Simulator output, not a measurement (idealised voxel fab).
voxel double patterning: a process module
Xsec cut, 165 nm wide, square cell size 5 nm.
Cross-section = grid of square cells, listed top down in bands; band = one or more rows. Heads up on the band format: heights come first, top then bottom, in nm. After that it's the materials left to right, each with its width in nm. A single material flagged "edge to edge" fills the whole band edge to edge, and "empty" means there's empty space there. It should be noted that heights are counted from 0, beneath which the wafer as supplied is of one material throughout, and that the lowest band possesses no lower boundary but continues downward, as written in "z 0 and below". A width given as "30->40" starts at the first number in the band's top row and ends at the second number in its bottom row, shifting by an equal amount at every step from row to row. Any step labelled "no change occurred" changed none of the cells in the cross-section. The list in "Enclosed empty spaces" covers empty spaces of 8 cells or more that cannot reach the top through any open way, and it gives each as width x height at distance; the distance is from the left edge, and width, height and distance are in nm. Text after the settings on a step's line: the simulator's own remark on that step. Each step line may optionally specify "overlay nm", which for a step with a mask gives the rightward distance between the mask's planned place and where it lay, a negative value indicating the leftward direction.
[Planned step list for the process]
1: RECEIVE, material Si
2: CONFORMAL_DEP, material SiO2, thk nm 5
3: DIRECTIONAL_DEP, material TiN, thk nm 10
4: DIRECTIONAL_DEP, material SiCN, thk nm 5
5: MASKED_ETCH, tone open, mask id FIRST, width nm 15, pitch nm 50, etch materials SiCN, depth nm 5, overlay nm 0
6: MASKED_ETCH, tone open, mask id SECOND, width nm 15, pitch nm 50, etch materials SiCN, depth nm 5, overlay nm 0
7: DIRECTIONAL_ETCH, etch materials TiN, depth nm 10
8: STRIP, etch materials SiCN
[The first wafer of two, processed as planned]
[Cross-section of the wafer upon arrival, representing the state reached after step 1]
> z 0 and below  Si edge to edge
> Enclosed empty spaces: none
[Upon completion of step 2, the wafer appears in cross-section as shown]
> z 5 to 0  SiO2 edge to edge
> Lower than 0, everything is as it was.
[Upon completion of step 3, the wafer appears in cross-section as shown]
> z 15 to 5  TiN edge to edge
> Lower than 5, everything is as it was.
[Upon completion of step 4, the wafer appears in cross-section as shown]
> z 20 to 15  SiCN edge to edge
> Lower than 15, everything is as it was.
[Upon completion of step 5, the wafer appears in cross-section as shown]
> z 20 to 15  SiCN=25  empty=15  SiCN=35  empty=15  SiCN=35  empty=15  SiCN=25
> Lower than 15, everything is as it was.
[Upon completion of step 6, the wafer appears in cross-section as shown]
> z 20 to 15  SiCN=25  empty=15  SiCN=10  empty=15  SiCN=10  empty=15  SiCN=10  empty=15  SiCN=10  empty=15  SiCN=25
> Lower than 15, everything is as it was.
[Upon completion of step 7, the wafer appears in cross-section as shown]
> z 20 to 15  SiCN=25  empty=15  SiCN=10  empty=15  SiCN=10  empty=15  SiCN=10  empty=15  SiCN=10  empty=15  SiCN=25
> z 15 to 5  TiN=25  empty=15  TiN=10  empty=15  TiN=10  empty=15  TiN=10  empty=15  TiN=10  empty=15  TiN=25
> Lower than 5, everything is as it was.
[Upon completion of step 8, the wafer appears in cross-section as shown]
> z 15 to 5  TiN=25  empty=15  TiN=10  empty=15  TiN=10  empty=15  TiN=10  empty=15  TiN=10  empty=15  TiN=25
> Lower than 5, everything is as it was.
[What follows concerns the second wafer, which started out like the first and was meant to follow the very same plan; one mistake crept in when it was run, but everything up to and including step 7 is the same as for the first wafer]
Second wafer profile in section, at the moment step 8 of the plan was meant to be complete: no change occurred
Deviation noted in wafer processing: the run left out plan step 8 entirely, so it was never executed
In the final state, the cell counts of the second wafer exceed or fall short of those of the first for the following materials: 18 more of SiCN
